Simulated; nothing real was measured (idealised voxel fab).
Process module, titled voxel fin reveal
Section cut is 270 nm wide and gridded with 5 nm square cells.
In what follows, cross-sections appear as grids of square cells, described through bands that run from the top down, where every band is one or more rows of cells. Heads up on the band format: heights come first, top then bottom, in nm. After that it's the materials left to right, each with its width in nm. A single material flagged "everywhere" fills the whole band edge to edge, and "air" means there's empty space there. Note: height 0 marks the level under which the wafer is uniformly one material as received. Lowest band unbounded below, written "0 and below". So if you see something like "30->40" for the width, read it as the top row of the band sitting at the first number and the bottom row at the second, with every row in between moving by the same amount as the last. Key: "no change occurred" - step with no changed cell in the cross-section. So "Enclosed cavity list" is basically the list of trapped voids: any empty space of 8 cells or more that can't reach the top through an opening. They're written width x height at distance, the distance being from the left edge, and it's all nm. Formally, on a step line, whatever follows the settings is a remark that the simulator itself makes on the step. You can add "overlay nm" to a step's line. For a step with a mask, it describes how far the mask lay to the right of its planned position, and a negative number describes a lay to the left.
# Process steps foreseen in the plan
- 1: RECEIVE [material Si]
- 2: CONFORMAL_DEP [material SiN] [thk nm 10]
- 3: DIRECTIONAL_DEP [material aC] [thk nm 15]
- 4: PATTERN [tone cover] [mask id FINS] [material resist] [width nm 15] [pitch nm 35] [thk nm 35] [overlay nm 0]
- 5: DIRECTIONAL_ETCH [etch materials aC] [depth nm 15]
- 6: STRIP [etch materials resist]
- 7: DIRECTIONAL_ETCH [etch materials SiN] [depth nm 10]
- 8: DIRECTIONAL_ETCH [etch materials Si] [depth nm 40]
- 9: STRIP [etch materials aC]
- 10: FILL_DEP [material SiO2] [thk nm 10]
- 11: CMP [height nm 10]
- 12: SELECTIVE_ETCH [etch materials SiO2] [depth nm 20]
- 13: STRIP [etch materials SiN]
# Run as planned: first of two wafers
# So this is the incoming wafer in cross-section - it's already been through step 1
* 0 and below: Si everywhere
* Enclosed cavity list: none
# The following cross-section depicts the wafer upon completion of step 2
* 10 down to 0: SiN everywhere
* Whatever lies below 0 is exactly as it was before.
# The following cross-section depicts the wafer upon completion of step 3
* 25 down to 10: aC everywhere
* Whatever lies below 10 is exactly as it was before.
# The following cross-section depicts the wafer upon completion of step 4
* 60 down to 25: air (110), then resist (15), then air (20), then resist (15), then air (110)
* Whatever lies below 25 is exactly as it was before.
# The following cross-section depicts the wafer upon completion of step 5
* 45 down to 25: air (110), then resist (15), then air (20), then resist (15), then air (110)
* 25 down to 10: air (110), then aC (15), then air (20), then aC (15), then air (110)
* Whatever lies below 10 is exactly as it was before.
# The following cross-section depicts the wafer upon completion of step 6
* 25 down to 10: air (110), then aC (15), then air (20), then aC (15), then air (110)
* Whatever lies below 10 is exactly as it was before.
# The following cross-section depicts the wafer upon completion of step 7
* 25 down to 10: air (110), then aC (15), then air (20), then aC (15), then air (110)
* 10 down to 0: air (110), then SiN (15), then air (20), then SiN (15), then air (110)
* Whatever lies below 0 is exactly as it was before.
# The following cross-section depicts the wafer upon completion of step 8
* 25 down to 10: air (110), then aC (15), then air (20), then aC (15), then air (110)
* 10 down to 0: air (110), then SiN (15), then air (20), then SiN (15), then air (110)
* 0 down to -40: air (110), then Si (15), then air (20), then Si (15), then air (110)
* Whatever lies below -40 is exactly as it was before.
# The following cross-section depicts the wafer upon completion of step 9
* 10 down to 0: air (110), then SiN (15), then air (20), then SiN (15), then air (110)
* Whatever lies below 0 is exactly as it was before.
# The following cross-section depicts the wafer upon completion of step 10
* 20 down to 10: SiO2 everywhere
* 10 down to 0: SiO2 (110), then SiN (15), then SiO2 (20), then SiN (15), then SiO2 (110)
* 0 down to -40: SiO2 (110), then Si (15), then SiO2 (20), then Si (15), then SiO2 (110)
* Whatever lies below -40 is exactly as it was before.
# The following cross-section depicts the wafer upon completion of step 11
* 10 down to 0: SiO2 (110), then SiN (15), then SiO2 (20), then SiN (15), then SiO2 (110)
* Whatever lies below 0 is exactly as it was before.
# The following cross-section depicts the wafer upon completion of step 12
* 10 down to 0: air (110), then SiN (15), then air (20), then SiN (15), then air (110)
* 0 down to -10: air (110), then Si (15), then air (20), then Si (15), then air (110)
* Whatever lies below -10 is exactly as it was before.
# The following cross-section depicts the wafer upon completion of step 13
* 0 down to -10: air (110), then Si (15), then air (20), then Si (15), then air (110)
* Whatever lies below -10 is exactly as it was before.
# It is to be noted that the second wafer proceeded from the same initial state and according to the same plan as the first, although one mistake was committed in its execution; through step 11, inclusive, the two wafers share an identical history
# Cross-section, second wafer, at the end time the plan gives for step 12
* 10 down to 0: air (110), then SiN (15), then air (20), then SiN (15), then air (110)
* 0 down to -30: air (110), then Si (15), then air (20), then Si (15), then air (110)
* Whatever lies below -30 is exactly as it was before.
# Cross-section, second wafer, at the end time the plan gives for step 13
* 0 down to -30: air (110), then Si (15), then air (20), then Si (15), then air (110)
* Whatever lies below -30 is exactly as it was before.
Run error: step 12 was run twice
Heads up, by the end the second wafer has more or fewer cells of some materials compared to the first: SiO2: 192 fewer
